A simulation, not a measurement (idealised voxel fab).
Process module heading - voxel self aligned vias
In the cross-section labelled cut, the width is 145 nm and each square cell is 5 nm.
When this document writes out a cross-section, it uses a grid of square cells and lists it as bands, beginning at the top and moving down, with a band standing for one or more rows of cells.
Quick guide to a band line: top height, bottom height (nm) up front; then every material left to right with its width in nm. Only one material and it's marked "edge to edge"? Then it fills the band edge to edge. And "blank" just means empty space.
Where do heights start? At 0: under that level the wafer as delivered is made of one material only. And the lowest band has no floor; it just carries on downward, as in "top 0, no bottom".
Top row gets the first number, bottom row gets the second, and each row in between changes by the same step: that is how a band width like "30->40" works.
A step reported as "remained the same" is a step in which no cell of the cross-section changed.
Look at "Completely enclosed voids" for the closed voids: empty spaces with no open path to the top, sized 8 cells or up. Each is width x height at distance, distance from the left edge, all nm.
Text after the settings on a step's line: the simulator's own remark on that step.
overlay nm: on a step with a mask, how far right of its planned place the mask lay; negative means left.
plan
- 1: RECEIVE [material Si]
- 2: CONFORMAL_DEP [material SiO2] [thk nm 15]
- 3: CONFORMAL_DEP [material SiCN] [thk nm 5]
- 4: DIRECTIONAL_DEP [material lowk] [thk nm 25]
- 5: MASKED_ETCH [tone open] [mask id LINES] [width nm 25] [pitch nm 65] [etch materials lowk] [depth nm 25] [overlay nm 0]
- 6: CONFORMAL_DEP [material TiN] [thk nm 5]
- 7: FILL_DEP [material Ru] [thk nm 5]
- 8: CMP [height nm 45]
- 9: SELECTIVE_ETCH [etch materials W Ru TiN] [depth nm 10]
- 10: FILL_DEP [material SiN] [thk nm 5]
- 11: CMP [height nm 45]
- 12: DIRECTIONAL_DEP [material lowk] [thk nm 20]
- 13: DIRECTIONAL_DEP [material aC] [thk nm 15]
- 14: PATTERN [tone open] [mask id VIAS] [material resist] [width nm 45] [thk nm 35] [overlay nm 0]
- 15: DIRECTIONAL_ETCH [etch materials aC] [depth nm 15]
- 16: STRIP [etch materials resist]
- 17: DIRECTIONAL_ETCH [etch materials lowk] [depth nm 20]
- 18: DIRECTIONAL_ETCH [etch materials SiN] [depth nm 10]
- 19: STRIP [etch materials aC]
- 20: CONFORMAL_DEP [material TiN] [thk nm 5]
- 21: FILL_DEP [material W] [thk nm 10]
- 22: CMP [height nm 65]
- 23: CONFORMAL_DEP [material SiN] [thk nm 5]
Cross-section of the wafer as it came to us, i.e., already through step 1
	top 0, no bottom = Si edge to edge
	Completely enclosed voids: none
The first of two wafers, cross-sectioned at the end of the module, with the run proceeding as planned
	top 70, bottom 65 = SiN edge to edge
	top 65, bottom 50 = lowk 15  TiN 5  W 35  TiN 5  lowk 85
	top 50, bottom 45 = lowk 15  TiN 15  W 15  TiN 15  lowk 85
	top 45, bottom 40 = lowk 25  TiN 5  W 15  TiN 5  lowk 40  SiN 25  lowk 30
	top 40, bottom 35 = lowk 25  TiN 25  lowk 40  SiN 25  lowk 30
	top 35, bottom 25 = lowk 25  TiN 5  Ru 15  TiN 5  lowk 40  TiN 5  Ru 15  TiN 5  lowk 30
	top 25, bottom 20 = lowk 25  TiN 25  lowk 40  TiN 25  lowk 30
	top 20, bottom 15 = SiCN edge to edge
	top 15, bottom 0 = SiO2 edge to edge
	top 0, no bottom = Si edge to edge
	Completely enclosed voids: none
Second wafer cross-section at end of module - shared start and plan with the first, one mistake in the run
	top 70, bottom 65 = SiN edge to edge
	top 65, bottom 50 = lowk 15  SiO2 5  W 35  SiO2 5  lowk 85
	top 50, bottom 45 = lowk 15  SiO2 15  W 15  SiO2 15  lowk 85
	top 45, bottom 40 = lowk 25  SiO2 5  W 15  SiO2 5  lowk 40  SiN 25  lowk 30
	top 40, bottom 35 = lowk 25  SiO2 25  lowk 40  SiN 25  lowk 30
	top 35, bottom 25 = lowk 25  TiN 5  Ru 15  TiN 5  lowk 40  TiN 5  Ru 15  TiN 5  lowk 30
	top 25, bottom 20 = lowk 25  TiN 25  lowk 40  TiN 25  lowk 30
	top 20, bottom 15 = SiCN edge to edge
	top 15, bottom 0 = SiO2 edge to edge
	top 0, no bottom = Si edge to edge
	Completely enclosed voids: none
It is concluded that the wafer was processed incorrectly with respect to the plan, in that for step 20, the planned setting was not used; the step was instead run as CONFORMAL_DEP [material SiO2] [thk nm 5]
Heads up, by the end the second wafer has more or fewer cells of some materials compared to the first: +19 SiO2; -19 TiN
